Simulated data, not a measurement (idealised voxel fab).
Module name: voxel released beams (process module)
Section shown: cut. Width: 215 nm. Cell size: 5 nm, square.
Cross-section, as written here: a square-cell grid given band by band from the top down, where a band holds one or more rows of cells.
Look at the band entry: it leads with the top's height and the bottom's height in nm. Then it lists the materials left to right, with a width in nm for each. The word "everywhere" on a single material says that material fills the band edge to edge. The word "empty" is empty space.
Convention: height 0 is the level below which the wafer, as received, is all one material. The lowest band does not terminate at the bottom but continues downward, represented as "0 and below".
Quick explanation for "30 to 40": the width changes in equal steps down the rows of cells, from the first number in the band's top row to the second number in its bottom row.
Where the words "same as before" appear for a step, the cross-section shows no cell changed by that step; every cell remained as before.
In "Closed void roster" the enclosed voids are listed, meaning empty spaces of 8 cells or larger without any opening to the top. The form is width x height at distance, distance from the left edge, units nm.
Where a step's line continues beyond its settings, the continuation is a remark by the simulator itself on that step.
On any step carrying a mask, the "overlay nm" setting, if present on the step's line, tells how far right of its planned place the mask lay; negative values point to the left.

-- The process steps that were planned are listed below
- 1: RECEIVE with material Si
- 2: CONFORMAL_DEP with material Al2O3, thk nm 5
- 3: DIRECTIONAL_DEP with material SiO2, thk nm 15
- 4: DIRECTIONAL_DEP with material aC, thk nm 15
- 5: PATTERN with tone open, mask id ANCHOR, material resist, width nm 35, thk nm 35, overlay nm 0
- 6: DIRECTIONAL_ETCH with etch materials aC, depth nm 15
- 7: STRIP with etch materials resist
- 8: DIRECTIONAL_ETCH with etch materials SiO2, depth nm 15
- 9: STRIP with etch materials aC
- 10: CONFORMAL_DEP with material SiN, thk nm 15
- 11: PATTERN with tone cover, mask id BEAM, material resist, width nm 95, thk nm 15, overlay nm 0
- 12: DIRECTIONAL_ETCH with etch materials SiN, depth nm 15
- 13: STRIP with etch materials resist
- 14: STRIP with etch materials SiO2

-- On the first of the two wafers: run conducted according to plan

-- Cross-sectional view of the wafer in its as-received condition, corresponding to the state after step 1
	0 and below  Si everywhere
	Closed void roster: none

-- Step 2 done - wafer cross-section
	5 down to 0  Al2O3 everywhere
	Everything below 0 is unchanged.

-- Step 3 done - wafer cross-section
	20 down to 5  SiO2 everywhere
	Everything below 5 is unchanged.

-- Step 4 done - wafer cross-section
	35 down to 20  aC everywhere
	Everything below 20 is unchanged.

-- Step 5 done - wafer cross-section
	70 down to 35  resist: 60 | empty: 35 | resist: 120
	Everything below 35 is unchanged.

-- Step 6 done - wafer cross-section
	55 down to 35  resist: 60 | empty: 35 | resist: 120
	35 down to 20  aC: 60 | empty: 35 | aC: 120
	Everything below 20 is unchanged.

-- Step 7 done - wafer cross-section
	35 down to 20  aC: 60 | empty: 35 | aC: 120
	Everything below 20 is unchanged.

-- Step 8 done - wafer cross-section
	35 down to 20  aC: 60 | empty: 35 | aC: 120
	20 down to 5  SiO2: 60 | empty: 35 | SiO2: 120
	Everything below 5 is unchanged.

-- Step 9 done - wafer cross-section
	20 down to 5  SiO2: 60 | empty: 35 | SiO2: 120
	Everything below 5 is unchanged.

-- Step 10 done - wafer cross-section
	35 down to 20  SiN: 75 | empty: 5 | SiN: 135
	20 down to 5  SiO2: 60 | SiN: 35 | SiO2: 120
	Everything below 5 is unchanged.

-- Step 11 done - wafer cross-section
	50 down to 35  empty: 55 | resist: 95 | empty: 65
	35 down to 20  SiN: 75 | resist: 5 | SiN: 135
	Everything below 20 is unchanged.

-- Step 12 done - wafer cross-section
	50 down to 35  empty: 55 | resist: 95 | empty: 65
	35 down to 20  empty: 55 | SiN: 20 | resist: 5 | SiN: 70 | empty: 65
	Everything below 20 is unchanged.

-- Step 13 done - wafer cross-section
	35 down to 20  empty: 55 | SiN: 20 | empty: 5 | SiN: 70 | empty: 65
	Everything below 20 is unchanged.

-- Step 14 done - wafer cross-section
	35 down to 20  empty: 55 | SiN: 20 | empty: 5 | SiN: 70 | empty: 65
	20 down to 5  empty: 60 | SiN: 35 | empty: 120
	Everything below 5 is unchanged.

-- Now the other wafer: same start, same recipe, but we messed up one thing when running it. Up to and including step 4 it's the same as the first one

-- Second wafer shown in cross-section at the time step 5 was slated to end
	70 down to 35  empty: 60 | resist: 35 | empty: 120
	Everything below 35 is unchanged.

-- Second wafer shown in cross-section at the time step 6 was slated to end
	55 down to 35  empty: 60 | resist: 35 | empty: 120
	35 down to 20  empty: 60 | aC: 35 | empty: 120
	Everything below 20 is unchanged.

-- Second wafer shown in cross-section at the time step 7 was slated to end
	35 down to 20  empty: 60 | aC: 35 | empty: 120
	Everything below 20 is unchanged.

-- Second wafer shown in cross-section at the time step 8 was slated to end
	35 down to 20  empty: 60 | aC: 35 | empty: 120
	20 down to 5  empty: 60 | SiO2: 35 | empty: 120
	Everything below 5 is unchanged.

-- Second wafer shown in cross-section at the time step 9 was slated to end
	20 down to 5  empty: 60 | SiO2: 35 | empty: 120
	Everything below 5 is unchanged.

-- Second wafer shown in cross-section at the time step 10 was slated to end
	35 down to 20  empty: 45 | SiN: 65 | empty: 105
	20 down to 5  SiN: 60 | SiO2: 35 | SiN: 120
	Everything below 5 is unchanged.

-- Second wafer shown in cross-section at the time step 11 was slated to end
	50 down to 35  empty: 55 | resist: 95 | empty: 65
	35 down to 20  empty: 45 | SiN: 65 | resist: 40 | empty: 65
	Everything below 20 is unchanged.

-- Second wafer shown in cross-section at the time step 12 was slated to end
	50 down to 35  empty: 55 | resist: 95 | empty: 65
	35 down to 20  empty: 55 | SiN: 55 | resist: 40 | empty: 65
	20 down to 5  empty: 45 | SiN: 15 | SiO2: 35 | SiN: 55 | empty: 65
	Everything below 5 is unchanged.

-- Second wafer shown in cross-section at the time step 13 was slated to end
	35 down to 20  empty: 55 | SiN: 55 | empty: 105
	Everything below 20 is unchanged.

Second wafer shown in cross-section at the time step 14 was slated to end: same as before
What broke from the plan during processing? step 5 deviated from plan and actually ran as PATTERN with tone cover, mask id ANCHOR, material resist, width nm 35, thk nm 35, overlay nm 0
Upon completion, the second wafer contains, in terms of cells, a greater or smaller amount of certain materials than the first wafer: SiO2: 21 more
